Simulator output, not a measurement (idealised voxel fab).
Title: Process Module voxel quadruple lines
Section shown: cut. Width: 275 nm. Cell size: 5 nm, square.
We lay out every cross-section as a grid of square cells and spell it out in bands from the top down, where one band means one or more rows of cells.
Top, bottom (nm), then materials left to right with widths (nm); lone material tagged "full width" fills the whole band edge to edge; "air" = empty space.
Note: height 0 marks the level under which the wafer is uniformly one material as received. Lowest band unbounded below, written "top 0, no bottom".
The notation "30..40" denotes a width that varies across the rows of cells in the band, beginning at the first number in the top row, finishing at the second number in the bottom row, and changing by an identical amount from each row to the next.
Step note "nothing different" = no cross-section cell changed.
You'll see "Sealed cavities" listing empty spaces that have no way open to the top, as long as they're 8 cells or more; the notation is width x height at distance, where the distance is from the left edge, and all of it is in nm.
Where a step's line continues beyond its settings, the continuation is a remark by the simulator itself on that step.
The line of a step may include "overlay nm". On a step with a mask, this value is how far to the right of its planned place the mask lay. A negative value means the mask lay to the left.
From here on the document is pairs. In a pair, the cross-section before one process step comes with the cross-section after it, and the latter goes no deeper than the lowest band that changed. What lies in between, the step and its settings, is written under the pair. A pair may be from a different run of this module on the same starting wafer than the pair above it, so it continues from that pair only where its entry headed "Pre-step geometry" says so.
Pre-step geometry:
top 0, no bottom  Si full width
Sealed cavities: none
Post-Process Section:
top 5, bottom 0  SiO2 full width
Unchanged below 0.
Sealed cavities: none
What step was run between the cross-section before it and the cross-section after it, both above? CONFORMAL_DEP, material SiO2, thk nm 5
Pre-step geometry: see preceding pair, after cross-section.
Post-Process Section:
top 20, bottom 5  Ru full width
Unchanged below 5.
Sealed cavities: none
What step was run between the cross-section before it and the cross-section after it, both above? DIRECTIONAL_DEP, material Ru, thk nm 15
Pre-step geometry: see preceding pair, after cross-section.
Post-Process Section:
top 40, bottom 20  polySi full width
Unchanged below 20.
Sealed cavities: none
What step was run between the cross-section before it and the cross-section after it, both above? DIRECTIONAL_DEP, material polySi, thk nm 20
Pre-step geometry: see preceding pair, after cross-section.
Post-Process Section:
top 60, bottom 40  aC full width
Unchanged below 40.
Sealed cavities: none
What step was run between the cross-section before it and the cross-section after it, both above? DIRECTIONAL_DEP, material aC, thk nm 20
Pre-step geometry: see preceding pair, after cross-section.
Post-Process Section:
top 90, bottom 60  air 120; resist 30; air 125
Unchanged below 60.
Sealed cavities: none
What step was run between the cross-section before it and the cross-section after it, both above? PATTERN, tone cover, mask id MANDREL, material resist, width nm 30, thk nm 30, overlay nm 0
Pre-step geometry: see preceding pair, after cross-section.
Post-Process Section:
top 70, bottom 60  air 120; resist 30; air 125
top 60, bottom 40  air 120; aC 30; air 125
Unchanged below 40.
Sealed cavities: none
What step was run between the cross-section before it and the cross-section after it, both above? DIRECTIONAL_ETCH, etch materials aC, depth nm 20
Pre-step geometry: see preceding pair, after cross-section.
Post-Process Section:
top 60, bottom 40  air 120; aC 30; air 125
Unchanged below 40.
Sealed cavities: none
What step was run between the cross-section before it and the cross-section after it, both above? STRIP, etch materials resist
Pre-step geometry: see preceding pair, after cross-section.
Post-Process Section:
top 70, bottom 60  air 110; SiO2 50; air 115
top 60, bottom 50  air 110; SiO2 10; aC 30; SiO2 10; air 115
top 50, bottom 40  SiO2 120; aC 30; SiO2 125
Unchanged below 40.
Sealed cavities: none
What step was run between the cross-section before it and the cross-section after it, both above? CONFORMAL_DEP, material SiO2, thk nm 10
Pre-step geometry: see preceding pair, after cross-section.
Post-Process Section:
top 60, bottom 40  air 110; SiO2 10; aC 30; SiO2 10; air 115
Unchanged below 40.
Sealed cavities: none
What step was run between the cross-section before it and the cross-section after it, both above? DIRECTIONAL_ETCH, etch materials SiO2, depth nm 10
Pre-step geometry: see preceding pair, after cross-section.
Post-Process Section:
top 60, bottom 40  air 110; SiO2 10; air 30; SiO2 10; air 115
Unchanged below 40.
Sealed cavities: none
What step was run between the cross-section before it and the cross-section after it, both above? STRIP, etch materials aC
Pre-step geometry: see preceding pair, after cross-section.
Post-Process Section:
top 60, bottom 40  air 110; SiO2 10; air 30; SiO2 10; air 115
top 40, bottom 20  air 110; polySi 10; air 30; polySi 10; air 115
Unchanged below 20.
Sealed cavities: none
What step was run between the cross-section before it and the cross-section after it, both above? DIRECTIONAL_ETCH, etch materials polySi, depth nm 20
Pre-step geometry: see preceding pair, after cross-section.
Post-Process Section:
top 40, bottom 20  air 110; polySi 10; air 30; polySi 10; air 115
Unchanged below 20.
Sealed cavities: none
What step was run between the cross-section before it and the cross-section after it, both above? STRIP, etch materials SiO2
Pre-step geometry: see preceding pair, after cross-section.
Post-Process Section:
top 50, bottom 40  air 100; SiN 30; air 10; SiN 30; air 105
top 40, bottom 30  air 100; SiN 10; polySi 10; SiN 10; air 10; SiN 10; polySi 10; SiN 10; air 105
top 30, bottom 20  SiN 110; polySi 10; SiN 30; polySi 10; SiN 115
Unchanged below 20.
Sealed cavities: none
What step was run between the cross-section before it and the cross-section after it, both above? CONFORMAL_DEP, material SiN, thk nm 10
Pre-step geometry: see preceding pair, after cross-section.
Post-Process Section:
top 40, bottom 20  air 100; SiN 10; polySi 10; SiN 10; air 10; SiN 10; polySi 10; SiN 10; air 105
Unchanged below 20.
Sealed cavities: none
What step was run between the cross-section before it and the cross-section after it, both above? DIRECTIONAL_ETCH, etch materials SiN, depth nm 10
Pre-step geometry: see preceding pair, after cross-section.
Post-Process Section:
top 40, bottom 20  air 100; SiN 10; air 10; SiN 10; air 10; SiN 10; air 10; SiN 10; air 105
Unchanged below 20.
Sealed cavities: none
What step was run between the cross-section before it and the cross-section after it, both above? STRIP, etch materials polySi
Pre-step geometry: see preceding pair, after cross-section.
Post-Process Section:
top 40, bottom 20  air 100; SiN 10; air 10; SiN 10; air 10; SiN 10; air 10; SiN 10; air 105
top 20, bottom 5  air 100; Ru 10; air 10; Ru 10; air 10; Ru 10; air 10; Ru 10; air 105
Unchanged below 5.
Sealed cavities: none
What step was run between the cross-section before it and the cross-section after it, both above? DIRECTIONAL_ETCH, etch materials Ru, depth nm 15
Pre-step geometry: see preceding pair, after cross-section.
Post-Process Section:
top 20, bottom 5  air 100; Ru 10; air 10; Ru 10; air 10; Ru 10; air 10; Ru 10; air 105
Unchanged below 5.
Sealed cavities: none
What step was run between the cross-section before it and the cross-section after it, both above? STRIP, etch materials SiN
Pre-step geometry:
top 0, no bottom  Si full width
Sealed cavities: none
Post-Process Section:
top 15, bottom 0  Ru full width
Unchanged below 0.
Sealed cavities: none
What step was run between the cross-section before it and the cross-section after it, both above? DIRECTIONAL_DEP, material Ru, thk nm 15
Pre-step geometry: see preceding pair, after cross-section.
Post-Process Section:
top 35, bottom 15  polySi full width
Unchanged below 15.
Sealed cavities: none
What step was run between the cross-section before it and the cross-section after it, both above? DIRECTIONAL_DEP, material polySi, thk nm 20
Pre-step geometry: see preceding pair, after cross-section.
Post-Process Section:
top 55, bottom 35  aC full width
Unchanged below 35.
Sealed cavities: none
What step was run between the cross-section before it and the cross-section after it, both above? DIRECTIONAL_DEP, material aC, thk nm 20
Pre-step geometry: see preceding pair, after cross-section.
Post-Process Section:
top 85, bottom 55  air 120; resist 30; air 125
Unchanged below 55.
Sealed cavities: none
What step was run between the cross-section before it and the cross-section after it, both above? PATTERN, tone cover, mask id MANDREL, material resist, width nm 30, thk nm 30, overlay nm 0
Pre-step geometry: see preceding pair, after cross-section.
Post-Process Section:
top 65, bottom 55  air 120; resist 30; air 125
top 55, bottom 35  air 120; aC 30; air 125
Unchanged below 35.
Sealed cavities: none
What step was run between the cross-section before it and the cross-section after it, both above? DIRECTIONAL_ETCH, etch materials aC, depth nm 20
Pre-step geometry: see preceding pair, after cross-section.
Post-Process Section:
top 55, bottom 35  air 120; aC 30; air 125
Unchanged below 35.
Sealed cavities: none
What step was run between the cross-section before it and the cross-section after it, both above? STRIP, etch materials resist
Pre-step geometry: see preceding pair, after cross-section.
Post-Process Section:
top 65, bottom 55  air 110; SiO2 50; air 115
top 55, bottom 45  air 110; SiO2 10; aC 30; SiO2 10; air 115
top 45, bottom 35  SiO2 120; aC 30; SiO2 125
Unchanged below 35.
Sealed cavities: none
What step was run between the cross-section before it and the cross-section after it, both above? CONFORMAL_DEP, material SiO2, thk nm 10
Pre-step geometry: see preceding pair, after cross-section.
Post-Process Section:
top 55, bottom 35  air 110; SiO2 10; aC 30; SiO2 10; air 115
Unchanged below 35.
Sealed cavities: none
What step was run between the cross-section before it and the cross-section after it, both above? DIRECTIONAL_ETCH, etch materials SiO2, depth nm 10
Pre-step geometry: see preceding pair, after cross-section.
Post-Process Section:
top 55, bottom 35  air 110; SiO2 10; air 30; SiO2 10; air 115
Unchanged below 35.
Sealed cavities: none
What step was run between the cross-section before it and the cross-section after it, both above? STRIP, etch materials aC
Pre-step geometry: see preceding pair, after cross-section.
Post-Process Section:
top 55, bottom 35  air 110; SiO2 10; air 30; SiO2 10; air 115
top 35, bottom 15  air 110; polySi 10; air 30; polySi 10; air 115
Unchanged below 15.
Sealed cavities: none
What step was run between the cross-section before it and the cross-section after it, both above? DIRECTIONAL_ETCH, etch materials polySi, depth nm 20
Pre-step geometry: see preceding pair, after cross-section.
Post-Process Section:
top 35, bottom 15  air 110; polySi 10; air 30; polySi 10; air 115
Unchanged below 15.
Sealed cavities: none
What step was run between the cross-section before it and the cross-section after it, both above? STRIP, etch materials SiO2
Pre-step geometry: see preceding pair, after cross-section.
Post-Process Section:
top 45, bottom 35  air 100; SiN 30; air 10; SiN 30; air 105
top 35, bottom 25  air 100; SiN 10; polySi 10; SiN 10; air 10; SiN 10; polySi 10; SiN 10; air 105
top 25, bottom 15  SiN 110; polySi 10; SiN 30; polySi 10; SiN 115
Unchanged below 15.
Sealed cavities: none
What step was run between the cross-section before it and the cross-section after it, both above? CONFORMAL_DEP, material SiN, thk nm 10
Pre-step geometry: see preceding pair, after cross-section.
Post-Process Section:
top 35, bottom 15  air 100; SiN 10; polySi 10; SiN 10; air 10; SiN 10; polySi 10; SiN 10; air 105
Unchanged below 15.
Sealed cavities: none
What step was run between the cross-section before it and the cross-section after it, both above? DIRECTIONAL_ETCH, etch materials SiN, depth nm 10
Pre-step geometry: see preceding pair, after cross-section.
Post-Process Section:
top 35, bottom 15  air 100; SiN 10; air 10; SiN 10; air 10; SiN 10; air 10; SiN 10; air 105
Unchanged below 15.
Sealed cavities: none
What step was run between the cross-section before it and the cross-section after it, both above? STRIP, etch materials polySi
Pre-step geometry: see preceding pair, after cross-section.
Post-Process Section:
top 35, bottom 15  air 100; SiN 10; air 10; SiN 10; air 10; SiN 10; air 10; SiN 10; air 105
top 15, bottom 0  air 100; Ru 10; air 10; Ru 10; air 10; Ru 10; air 10; Ru 10; air 105
Unchanged below 0.
Sealed cavities: none
What step was run between the cross-section before it and the cross-section after it, both above? DIRECTIONAL_ETCH, etch materials Ru, depth nm 15
Pre-step geometry: see preceding pair, after cross-section.
Post-Process Section:
top 15, bottom 0  air 100; Ru 10; air 10; Ru 10; air 10; Ru 10; air 10; Ru 10; air 105
Unchanged below 0.
Sealed cavities: none
What step was run between the cross-section before it and the cross-section after it, both above? STRIP, etch materials SiN
Pre-step geometry:
top 20, bottom 5  Ru full width
top 5, bottom 0  SiO2 full width
top 0, no bottom  Si full width
Sealed cavities: none
Post-Process Section:
top 35, bottom 5  Ru full width
Unchanged below 5.
Sealed cavities: none
What step was run between the cross-section before it and the cross-section after it, both above? DIRECTIONAL_DEP, material Ru, thk nm 15
Pre-step geometry: see preceding pair, after cross-section.
Post-Process Section:
top 55, bottom 35  polySi full width
Unchanged below 35.
Sealed cavities: none
What step was run between the cross-section before it and the cross-section after it, both above? DIRECTIONAL_DEP, material polySi, thk nm 20
Pre-step geometry: see preceding pair, after cross-section.
Post-Process Section:
top 75, bottom 55  aC full width
Unchanged below 55.
Sealed cavities: none
What step was run between the cross-section before it and the cross-section after it, both above? DIRECTIONAL_DEP, material aC, thk nm 20
Pre-step geometry: see preceding pair, after cross-section.
Post-Process Section:
top 105, bottom 75  air 120; resist 30; air 125
Unchanged below 75.
Sealed cavities: none
What step was run between the cross-section before it and the cross-section after it, both above? PATTERN, tone cover, mask id MANDREL, material resist, width nm 30, thk nm 30, overlay nm 0
Pre-step geometry: see preceding pair, after cross-section.
Post-Process Section:
top 85, bottom 75  air 120; resist 30; air 125
top 75, bottom 55  air 120; aC 30; air 125
Unchanged below 55.
Sealed cavities: none
What step was run between the cross-section before it and the cross-section after it, both above? DIRECTIONAL_ETCH, etch materials aC, depth nm 20
Pre-step geometry: see preceding pair, after cross-section.
Post-Process Section:
top 75, bottom 55  air 120; aC 30; air 125
Unchanged below 55.
Sealed cavities: none
What step was run between the cross-section before it and the cross-section after it, both above? STRIP, etch materials resist
Pre-step geometry: see preceding pair, after cross-section.
Post-Process Section:
top 85, bottom 75  air 110; SiO2 50; air 115
top 75, bottom 65  air 110; SiO2 10; aC 30; SiO2 10; air 115
top 65, bottom 55  SiO2 120; aC 30; SiO2 125
Unchanged below 55.
Sealed cavities: none
What step was run between the cross-section before it and the cross-section after it, both above? CONFORMAL_DEP, material SiO2, thk nm 10
Pre-step geometry: see preceding pair, after cross-section.
Post-Process Section:
top 75, bottom 55  air 110; SiO2 10; aC 30; SiO2 10; air 115
Unchanged below 55.
Sealed cavities: none
What step was run between the cross-section before it and the cross-section after it, both above? DIRECTIONAL_ETCH, etch materials SiO2, depth nm 10
Pre-step geometry: see preceding pair, after cross-section.
Post-Process Section:
top 75, bottom 55  air 110; SiO2 10; air 30; SiO2 10; air 115
Unchanged below 55.
Sealed cavities: none
What step was run between the cross-section before it and the cross-section after it, both above? STRIP, etch materials aC
Pre-step geometry: see preceding pair, after cross-section.
Post-Process Section:
top 75, bottom 55  air 110; SiO2 10; air 30; SiO2 10; air 115
top 55, bottom 35  air 110; polySi 10; air 30; polySi 10; air 115
Unchanged below 35.
Sealed cavities: none
What step was run between the cross-section before it and the cross-section after it, both above? DIRECTIONAL_ETCH, etch materials polySi, depth nm 20
Pre-step geometry: see preceding pair, after cross-section.
Post-Process Section:
top 55, bottom 35  air 110; polySi 10; air 30; polySi 10; air 115
Unchanged below 35.
Sealed cavities: none
What step was run between the cross-section before it and the cross-section after it, both above? STRIP, etch materials SiO2
Pre-step geometry: see preceding pair, after cross-section.
Post-Process Section:
top 65, bottom 55  air 100; SiN 30; air 10; SiN 30; air 105
top 55, bottom 45  air 100; SiN 10; polySi 10; SiN 10; air 10; SiN 10; polySi 10; SiN 10; air 105
top 45, bottom 35  SiN 110; polySi 10; SiN 30; polySi 10; SiN 115
Unchanged below 35.
Sealed cavities: none
What step was run between the cross-section before it and the cross-section after it, both above? CONFORMAL_DEP, material SiN, thk nm 10
Pre-step geometry: see preceding pair, after cross-section.
Post-Process Section:
top 55, bottom 35  air 100; SiN 10; polySi 10; SiN 10; air 10; SiN 10; polySi 10; SiN 10; air 105
Unchanged below 35.
Sealed cavities: none
What step was run between the cross-section before it and the cross-section after it, both above? DIRECTIONAL_ETCH, etch materials SiN, depth nm 10
Pre-step geometry: see preceding pair, after cross-section.
Post-Process Section:
top 55, bottom 35  air 100; SiN 10; air 10; SiN 10; air 10; SiN 10; air 10; SiN 10; air 105
Unchanged below 35.
Sealed cavities: none
What step was run between the cross-section before it and the cross-section after it, both above? STRIP, etch materials polySi
Pre-step geometry: see preceding pair, after cross-section.
Post-Process Section:
top 55, bottom 35  air 100; SiN 10; air 10; SiN 10; air 10; SiN 10; air 10; SiN 10; air 105
top 35, bottom 20  air 100; Ru 10; air 10; Ru 10; air 10; Ru 10; air 10; Ru 10; air 105
Unchanged below 20.
Sealed cavities: none
What step was run between the cross-section before it and the cross-section after it, both above? DIRECTIONAL_ETCH, etch materials Ru, depth nm 15
Pre-step geometry: see preceding pair, after cross-section.
Post-Process Section:
top 35, bottom 20  air 100; Ru 10; air 10; Ru 10; air 10; Ru 10; air 10; Ru 10; air 105
Unchanged below 20.
Sealed cavities: none
What step was run between the cross-section before it and the cross-section after it, both above? STRIP, etch materials SiN
Pre-step geometry:
top 60, bottom 40  air 110; SiO2 10; aC 30; SiO2 10; air 115
top 40, bottom 20  polySi full width
top 20, bottom 5  Ru full width
top 5, bottom 0  SiO2 full width
top 0, no bottom  Si full width
Sealed cavities: none
Post-Process Section:
top 60, bottom 40  air 110; SiO2 10; aC 30; SiO2 10; air 115
top 40, bottom 20  air 110; polySi 50; air 115
Unchanged below 20.
Sealed cavities: none
What step was run between the cross-section before it and the cross-section after it, both above? DIRECTIONAL_ETCH, etch materials polySi, depth nm 20
Pre-step geometry: see preceding pair, after cross-section.
Post-Process Section:
top 60, bottom 40  air 110; SiO2 10; air 30; SiO2 10; air 115
Unchanged below 40.
Sealed cavities: none
What step was run between the cross-section before it and the cross-section after it, both above? STRIP, etch materials aC
Pre-step geometry: see preceding pair, after cross-section.
Post-Process Section:
top 40, bottom 20  air 110; polySi 50; air 115
Unchanged below 20.
Sealed cavities: none
What step was run between the cross-section before it and the cross-section after it, both above? STRIP, etch materials SiO2
Pre-step geometry: see preceding pair, after cross-section.
Post-Process Section:
top 50, bottom 40  air 100; SiN 70; air 105
top 40, bottom 30  air 100; SiN 10; polySi 50; SiN 10; air 105
top 30, bottom 20  SiN 110; polySi 50; SiN 115
Unchanged below 20.
Sealed cavities: none
What step was run between the cross-section before it and the cross-section after it, both above? CONFORMAL_DEP, material SiN, thk nm 10
Pre-step geometry: see preceding pair, after cross-section.
Post-Process Section:
top 40, bottom 20  air 100; SiN 10; polySi 50; SiN 10; air 105
Unchanged below 20.
Sealed cavities: none
What step was run between the cross-section before it and the cross-section after it, both above? DIRECTIONAL_ETCH, etch materials SiN, depth nm 10
Pre-step geometry: see preceding pair, after cross-section.
Post-Process Section:
top 40, bottom 20  air 100; SiN 10; air 50; SiN 10; air 105
Unchanged below 20.
Sealed cavities: none
What step was run between the cross-section before it and the cross-section after it, both above? STRIP, etch materials polySi
Pre-step geometry: see preceding pair, after cross-section.
Post-Process Section:
top 40, bottom 20  air 100; SiN 10; air 50; SiN 10; air 105
top 20, bottom 5  air 100; Ru 10; air 50; Ru 10; air 105
Unchanged below 5.
Sealed cavities: none
What step was run between the cross-section before it and the cross-section after it, both above? DIRECTIONAL_ETCH, etch materials Ru, depth nm 15
Pre-step geometry: see preceding pair, after cross-section.
Post-Process Section:
top 20, bottom 5  air 100; Ru 10; air 50; Ru 10; air 105
Unchanged below 5.
Sealed cavities: none
What step was run between the cross-section before it and the cross-section after it, both above? STRIP, etch materials SiN
Pre-step geometry:
top 40, bottom 20  air 100; SiN 10; air 10; SiN 10; air 10; SiN 10; air 10; SiN 10; air 105
top 20, bottom 5  Ru full width
top 5, bottom 0  SiO2 full width
top 0, no bottom  Si full width
Sealed cavities: none
Post-Process Section:
top 40, bottom 20  air 100; SiN 10; air 10; SiN 10; air 10; SiN 10; air 10; SiN 10; air 105
top 20, bottom 10  air 100; Ru 10; air 10; Ru 10; air 10; Ru 10; air 10; Ru 10; air 105
Unchanged below 10.
Sealed cavities: none
What step was run between the cross-section before it and the cross-section after it, both above? DIRECTIONAL_ETCH, etch materials Ru, depth nm 10
Pre-step geometry: see preceding pair, after cross-section.
Post-Process Section:
top 20, bottom 10  air 100; Ru 10; air 10; Ru 10; air 10; Ru 10; air 10; Ru 10; air 105
Unchanged below 10.
Sealed cavities: none
What step was run between the cross-section before it and the cross-section after it, both above? STRIP, etch materials SiN
Pre-step geometry:
top 60, bottom 40  aC full width
top 40, bottom 20  polySi full width
top 20, bottom 5  Ru full width
top 5, bottom 0  SiO2 full width
top 0, no bottom  Si full width
Sealed cavities: none
Post-Process Section:
top 90, bottom 60  air 125; resist 25; air 125
Unchanged below 60.
Sealed cavities: none
What step was run between the cross-section before it and the cross-section after it, both above? PATTERN, tone cover, mask id MANDREL, material resist, width nm 25, thk nm 30, overlay nm 0
Pre-step geometry: see preceding pair, after cross-section.
Post-Process Section:
top 70, bottom 60  air 125; resist 25; air 125
top 60, bottom 40  air 125; aC 25; air 125
Unchanged below 40.
Sealed cavities: none
What step was run between the cross-section before it and the cross-section after it, both above? DIRECTIONAL_ETCH, etch materials aC, depth nm 20
Pre-step geometry: see preceding pair, after cross-section.
Post-Process Section:
top 60, bottom 40  air 125; aC 25; air 125
Unchanged below 40.
Sealed cavities: none
What step was run between the cross-section before it and the cross-section after it, both above? STRIP, etch materials resist
Pre-step geometry: see preceding pair, after cross-section.
Post-Process Section:
top 70, bottom 60  air 115; SiO2 45; air 115
top 60, bottom 50  air 115; SiO2 10; aC 25; SiO2 10; air 115
top 50, bottom 40  SiO2 125; aC 25; SiO2 125
Unchanged below 40.
Sealed cavities: none
What step was run between the cross-section before it and the cross-section after it, both above? CONFORMAL_DEP, material SiO2, thk nm 10
Pre-step geometry: see preceding pair, after cross-section.
Post-Process Section:
top 60, bottom 40  air 115; SiO2 10; aC 25; SiO2 10; air 115
Unchanged below 40.
Sealed cavities: none
What step was run between the cross-section before it and the cross-section after it, both above? DIRECTIONAL_ETCH, etch materials SiO2, depth nm 10
Pre-step geometry: see preceding pair, after cross-section.
Post-Process Section:
top 60, bottom 40  air 115; SiO2 10; air 25; SiO2 10; air 115
Unchanged below 40.
Sealed cavities: none
What step was run between the cross-section before it and the cross-section after it, both above? STRIP, etch materials aC
Pre-step geometry: see preceding pair, after cross-section.
Post-Process Section:
top 60, bottom 40  air 115; SiO2 10; air 25; SiO2 10; air 115
top 40, bottom 20  air 115; polySi 10; air 25; polySi 10; air 115
Unchanged below 20.
Sealed cavities: none
What step was run between the cross-section before it and the cross-section after it, both above? DIRECTIONAL_ETCH, etch materials polySi, depth nm 20
Pre-step geometry: see preceding pair, after cross-section.
Post-Process Section:
top 40, bottom 20  air 115; polySi 10; air 25; polySi 10; air 115
Unchanged below 20.
Sealed cavities: none
What step was run between the cross-section before it and the cross-section after it, both above? STRIP, etch materials SiO2
Pre-step geometry: see preceding pair, after cross-section.
Post-Process Section:
top 50, bottom 40  air 105; SiN 30; air 5; SiN 30; air 105
top 40, bottom 30  air 105; SiN 10; polySi 10; SiN 10; air 5; SiN 10; polySi 10; SiN 10; air 105
top 30, bottom 20  SiN 115; polySi 10; SiN 25; polySi 10; SiN 115
Unchanged below 20.
Sealed cavities: none
What step was run between the cross-section before it and the cross-section after it, both above? CONFORMAL_DEP, material SiN, thk nm 10
Pre-step geometry: see preceding pair, after cross-section.
Post-Process Section:
top 40, bottom 20  air 105; SiN 10; polySi 10; SiN 10; air 5; SiN 10; polySi 10; SiN 10; air 105
Unchanged below 20.
Sealed cavities: none
What step was run between the cross-section before it and the cross-section after it, both above? DIRECTIONAL_ETCH, etch materials SiN, depth nm 10
Pre-step geometry: see preceding pair, after cross-section.
Post-Process Section:
top 40, bottom 20  air 105; SiN 10; air 10; SiN 10; air 5; SiN 10; air 10; SiN 10; air 105
Unchanged below 20.
Sealed cavities: none
What step was run between the cross-section before it and the cross-section after it, both above? STRIP, etch materials polySi
Pre-step geometry: see preceding pair, after cross-section.
Post-Process Section:
top 40, bottom 20  air 105; SiN 10; air 10; SiN 10; air 5; SiN 10; air 10; SiN 10; air 105
top 20, bottom 5  air 105; Ru 10; air 10; Ru 10; air 5; Ru 10; air 10; Ru 10; air 105
Unchanged below 5.
Sealed cavities: none
What step was run between the cross-section before it and the cross-section after it, both above? DIRECTIONAL_ETCH, etch materials Ru, depth nm 15
Pre-step geometry: see preceding pair, after cross-section.
Post-Process Section:
top 20, bottom 5  air 105; Ru 10; air 10; Ru 10; air 5; Ru 10; air 10; Ru 10; air 105
Unchanged below 5.
Sealed cavities: none
What step was run between the cross-section before it and the cross-section after it, both above? STRIP, etch materials SiN
Pre-step geometry:
top 60, bottom 40  aC full width
top 40, bottom 20  polySi full width
top 20, bottom 5  Ru full width
top 5, bottom 0  SiO2 full width
top 0, no bottom  Si full width
Sealed cavities: none
Post-Process Section:
top 90, bottom 60  air 130; resist 30; air 115
Unchanged below 60.
Sealed cavities: none
What step was run between the cross-section before it and the cross-section after it, both above? PATTERN, tone cover, mask id MANDREL, material resist, width nm 30, thk nm 30, overlay nm 10
Pre-step geometry: see preceding pair, after cross-section.
Post-Process Section:
top 70, bottom 60  air 130; resist 30; air 115
top 60, bottom 40  air 130; aC 30; air 115
Unchanged below 40.
Sealed cavities: none
What step was run between the cross-section before it and the cross-section after it, both above? DIRECTIONAL_ETCH, etch materials aC, depth nm 20
Pre-step geometry: see preceding pair, after cross-section.
Post-Process Section:
top 60, bottom 40  air 130; aC 30; air 115
Unchanged below 40.
Sealed cavities: none
What step was run between the cross-section before it and the cross-section after it, both above? STRIP, etch materials resist
Pre-step geometry: see preceding pair, after cross-section.
Post-Process Section:
top 70, bottom 60  air 120; SiO2 50; air 105
top 60, bottom 50  air 120; SiO2 10; aC 30; SiO2 10; air 105
top 50, bottom 40  SiO2 130; aC 30; SiO2 115
Unchanged below 40.
Sealed cavities: none
What step was run between the cross-section before it and the cross-section after it, both above? CONFORMAL_DEP, material SiO2, thk nm 10
Pre-step geometry: see preceding pair, after cross-section.
Post-Process Section:
top 60, bottom 40  air 120; SiO2 10; aC 30; SiO2 10; air 105
Unchanged below 40.
Sealed cavities: none
What step was run between the cross-section before it and the cross-section after it, both above? DIRECTIONAL_ETCH, etch materials SiO2, depth nm 10
Pre-step geometry: see preceding pair, after cross-section.
Post-Process Section:
top 60, bottom 40  air 120; SiO2 10; air 30; SiO2 10; air 105
Unchanged below 40.
Sealed cavities: none
What step was run between the cross-section before it and the cross-section after it, both above? STRIP, etch materials aC
Pre-step geometry: see preceding pair, after cross-section.
Post-Process Section:
top 60, bottom 40  air 120; SiO2 10; air 30; SiO2 10; air 105
top 40, bottom 20  air 120; polySi 10; air 30; polySi 10; air 105
Unchanged below 20.
Sealed cavities: none
What step was run between the cross-section before it and the cross-section after it, both above? DIRECTIONAL_ETCH, etch materials polySi, depth nm 20
Pre-step geometry: see preceding pair, after cross-section.
Post-Process Section:
top 40, bottom 20  air 120; polySi 10; air 30; polySi 10; air 105
Unchanged below 20.
Sealed cavities: none
What step was run between the cross-section before it and the cross-section after it, both above? STRIP, etch materials SiO2
Pre-step geometry: see preceding pair, after cross-section.
Post-Process Section:
top 50, bottom 40  air 110; SiN 30; air 10; SiN 30; air 95
top 40, bottom 30  air 110; SiN 10; polySi 10; SiN 10; air 10; SiN 10; polySi 10; SiN 10; air 95
top 30, bottom 20  SiN 120; polySi 10; SiN 30; polySi 10; SiN 105
Unchanged below 20.
Sealed cavities: none
What step was run between the cross-section before it and the cross-section after it, both above? CONFORMAL_DEP, material SiN, thk nm 10
Pre-step geometry: see preceding pair, after cross-section.
Post-Process Section:
top 40, bottom 20  air 110; SiN 10; polySi 10; SiN 10; air 10; SiN 10; polySi 10; SiN 10; air 95
Unchanged below 20.
Sealed cavities: none
What step was run between the cross-section before it and the cross-section after it, both above? DIRECTIONAL_ETCH, etch materials SiN, depth nm 10
Pre-step geometry: see preceding pair, after cross-section.
Post-Process Section:
top 40, bottom 20  air 110; SiN 10; air 10; SiN 10; air 10; SiN 10; air 10; SiN 10; air 95
Unchanged below 20.
Sealed cavities: none
What step was run between the cross-section before it and the cross-section after it, both above? STRIP, etch materials polySi
Pre-step geometry: see preceding pair, after cross-section.
Post-Process Section:
top 40, bottom 20  air 110; SiN 10; air 10; SiN 10; air 10; SiN 10; air 10; SiN 10; air 95
top 20, bottom 5  air 110; Ru 10; air 10; Ru 10; air 10; Ru 10; air 10; Ru 10; air 95
Unchanged below 5.
Sealed cavities: none
What step was run between the cross-section before it and the cross-section after it, both above? DIRECTIONAL_ETCH, etch materials Ru, depth nm 15
Pre-step geometry: see preceding pair, after cross-section.
Post-Process Section:
top 20, bottom 5  air 110; Ru 10; air 10; Ru 10; air 10; Ru 10; air 10; Ru 10; air 95
Unchanged below 5.
Sealed cavities: none
What step was run between the cross-section before it and the cross-section after it, both above? STRIP, etch materials SiN
Pre-step geometry:
top 60, bottom 40  air 110; SiO2 10; aC 30; SiO2 10; air 115
top 40, bottom 20  polySi full width
top 20, bottom 5  Ru full width
top 5, bottom 0  SiO2 full width
top 0, no bottom  Si full width
Sealed cavities: none
Post-Process Section:
top 60, bottom 40  air 120; aC 30; air 125
Unchanged below 40.
Sealed cavities: none
What step was run between the cross-section before it and the cross-section after it, both above? STRIP, etch materials SiO2
Pre-step geometry: see preceding pair, after cross-section.
Post-Process Section:
top 60, bottom 40  air 120; aC 30; air 125
top 40, bottom 20  air 120; polySi 30; air 125
Unchanged below 20.
Sealed cavities: none
What step was run between the cross-section before it and the cross-section after it, both above? DIRECTIONAL_ETCH, etch materials polySi, depth nm 20
Pre-step geometry: see preceding pair, after cross-section.
Post-Process Section:
top 70, bottom 60  air 110; SiN 50; air 115
top 60, bottom 40  air 110; SiN 10; aC 30; SiN 10; air 115
top 40, bottom 30  air 110; SiN 10; polySi 30; SiN 10; air 115
top 30, bottom 20  SiN 120; polySi 30; SiN 125
Unchanged below 20.
Sealed cavities: none
What step was run between the cross-section before it and the cross-section after it, both above? CONFORMAL_DEP, material SiN, thk nm 10
Pre-step geometry: see preceding pair, after cross-section.
Post-Process Section:
top 60, bottom 40  air 110; SiN 10; aC 30; SiN 10; air 115
top 40, bottom 20  air 110; SiN 10; polySi 30; SiN 10; air 115
Unchanged below 20.
Sealed cavities: none
What step was run between the cross-section before it and the cross-section after it, both above? DIRECTIONAL_ETCH, etch materials SiN, depth nm 10
Pre-step geometry: see preceding pair, after cross-section.
Post-Process Section:
top 60, bottom 40  air 110; SiN 10; aC 30; SiN 10; air 115
top 40, bottom 20  air 110; SiN 10; polySi 30; SiN 10; air 115
top 20, bottom 5  air 110; Ru 50; air 115
Unchanged below 5.
Sealed cavities: none
What step was run between the cross-section before it and the cross-section after it, both above? DIRECTIONAL_ETCH, etch materials Ru, depth nm 15
Pre-step geometry: see preceding pair, after cross-section.
Post-Process Section:
top 60, bottom 40  air 120; aC 30; air 125
top 40, bottom 20  air 120; polySi 30; air 125
Unchanged below 20.
Sealed cavities: none
What step was run between the cross-section before it and the cross-section after it, both above? STRIP, etch materials SiN
